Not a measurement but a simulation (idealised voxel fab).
Process module heading - voxel quadruple lines
In the cross-section labelled cut, the width is 230 nm and each square cell is 5 nm.
Each cross-section below is a grid of square cells, stated as bands in top-down order, with one or more rows of cells making up each band.
What a band's entry tells you: where the top is and where the bottom is, as heights in nm, and after that what lies inside, material by material from left to right, each with its width in nm. Empty space is written as the word "air", and a single material marked with the word "edge to edge" occupies the band from edge to edge.
Measure heights from 0. That's the level where, below it, the as-received wafer is all one material. The lowest band is bottomless and extends downward; write it as in "from 0 down".
So if you see something like "30 to 40" for the width, read it as the top row of the band sitting at the first number and the bottom row at the second, with every row in between moving by the same amount as the last.
"no modification" (step): cross-section cells unchanged, all of them.
Look at "Completely sealed voids" for the closed voids: empty spaces with no open path to the top, sized 8 cells or up. Each is width x height at distance, distance from the left edge, all nm.
Anything after a step's settings on that line? It's the simulator's own note about the step.
Each step line may optionally specify "overlay nm", which for a step with a mask gives the rightward distance between the mask's planned place and where it lay, a negative value indicating the leftward direction.
# List of planned process steps
| 1 | RECEIVE,material Si |
| 2 | CONFORMAL_DEP,material Al2O3,thk nm 10 |
| 3 | DIRECTIONAL_DEP,material W,thk nm 15 |
| 4 | DIRECTIONAL_DEP,material polySi,thk nm 20 |
| 5 | DIRECTIONAL_DEP,material aC,thk nm 20 |
| 6 | PATTERN,tone cover,mask id MANDREL,material resist,width nm 35,pitch nm 100,thk nm 30,overlay nm 0 |
| 7 | DIRECTIONAL_ETCH,etch materials aC,depth nm 20 |
| 8 | STRIP,etch materials resist |
| 9 | CONFORMAL_DEP,material SiO2,thk nm 15 |
| 10 | DIRECTIONAL_ETCH,etch materials SiO2,depth nm 15 |
| 11 | STRIP,etch materials aC |
| 12 | DIRECTIONAL_ETCH,etch materials polySi,depth nm 20 |
| 13 | STRIP,etch materials SiO2 |
| 14 | CONFORMAL_DEP,material SiCN,thk nm 10 |
| 15 | DIRECTIONAL_ETCH,etch materials SiCN,depth nm 10 |
| 16 | STRIP,etch materials polySi |
| 17 | DIRECTIONAL_ETCH,etch materials W,depth nm 15 |
| 18 | STRIP,etch materials SiCN |
| 19 | FILL_DEP,material lowk,thk nm 5 |
| 20 | CMP,height nm 25 |
# Wafer at receipt (post step 1), cross-section
- from 0 down: Si edge to edge
- Completely sealed voids: none
# First of two wafers: cross-section at end of module, run per plan
- from 25 to 10: lowk: 20 / W: 10 / lowk: 15 / W: 10 / lowk: 15 / W: 10 / lowk: 15 / W: 10 / lowk: 15 / W: 10 / lowk: 15 / W: 10 / lowk: 15 / W: 10 / lowk: 15 / W: 10 / lowk: 25
- from 10 to 0: Al2O3 edge to edge
- from 0 down: Si edge to edge
- Completely sealed voids: none
# Here's the second of our two wafers sectioned at module end. Same start as the first, same plan, but one mistake got made running it
- from 25 to 10: lowk: 30 / W: 10 / lowk: 5 / W: 10 / lowk: 15 / W: 10 / lowk: 5 / W: 10 / lowk: 35 / W: 10 / lowk: 5 / W: 10 / lowk: 15 / W: 10 / lowk: 5 / W: 10 / lowk: 35
- from 10 to 0: Al2O3 edge to edge
- from 0 down: Si edge to edge
- Completely sealed voids: none
What broke from the plan during processing? step 9 ran as: CONFORMAL_DEP,material SiO2,thk nm 5
If you tally the cells, the second wafer ends up with the same amount of every material as the first; it's all just sitting in different places.
